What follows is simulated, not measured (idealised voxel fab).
The process module presented herein is designated voxel local oxidation.
Xsec cut, 285 nm wide, square cell size 5 nm.
Square cells in a grid make up a cross-section in this document, and the grid is given as bands, listed from the top down, each one or more rows of cells. Top height, bottom height, nm. Materials left to right, width each, nm. Single material + "full width" = fills band edge to edge. "empty" = empty. Where do heights start? At 0: under that level the wafer as delivered is made of one material only. And the lowest band has no floor; it just carries on downward, as in "0..down". Read "30->40" as a graded width: first number on top, second number at the bottom, same change between each pair of neighbouring rows. "changes: none" after a step means that no cell of the cross-section changed. Empty spaces without an open route to the top, at least 8 cells in extent, make up the entry "Enclosed void catalog"; each is given as width x height at distance, where the distance is measured from the left edge, and all are in nm. The remark found on a step's line after its settings is issued by the simulator itself and pertains to that step. The line of a step may include "overlay nm". On a step with a mask, this value is how far to the right of its planned place the mask lay. A negative value means the mask lay to the left.
-- Planned step list for the process
1: RECEIVE, material Si
2: CONFORMAL_DEP, material SiO2, thk nm 5
3: CONFORMAL_DEP, material SiN, thk nm 10
4: MASKED_ETCH, tone cover, mask id ACTIVE, width nm 110, etch materials SiN, depth nm 10, overlay nm 0
5: SELECTIVE_ETCH, etch materials SiO2, depth nm 5
6: OXIDIZE, depth nm 15
7: STRIP, etch materials SiN
-- As-received state of the wafer in cross-section, equivalent to post-step 1
	0..down: Si full width
	Enclosed void catalog: none
-- Module complete, cross-section. Starting point and plan per above. One mistake made in running the module
	0..-15: SiO2 100 nm, Si 80 nm, SiO2 105 nm
	-15..down: Si full width
	Enclosed void catalog: none
Which mistake was made when the wafer was run? step 2 from the plan never happened, it was just skipped
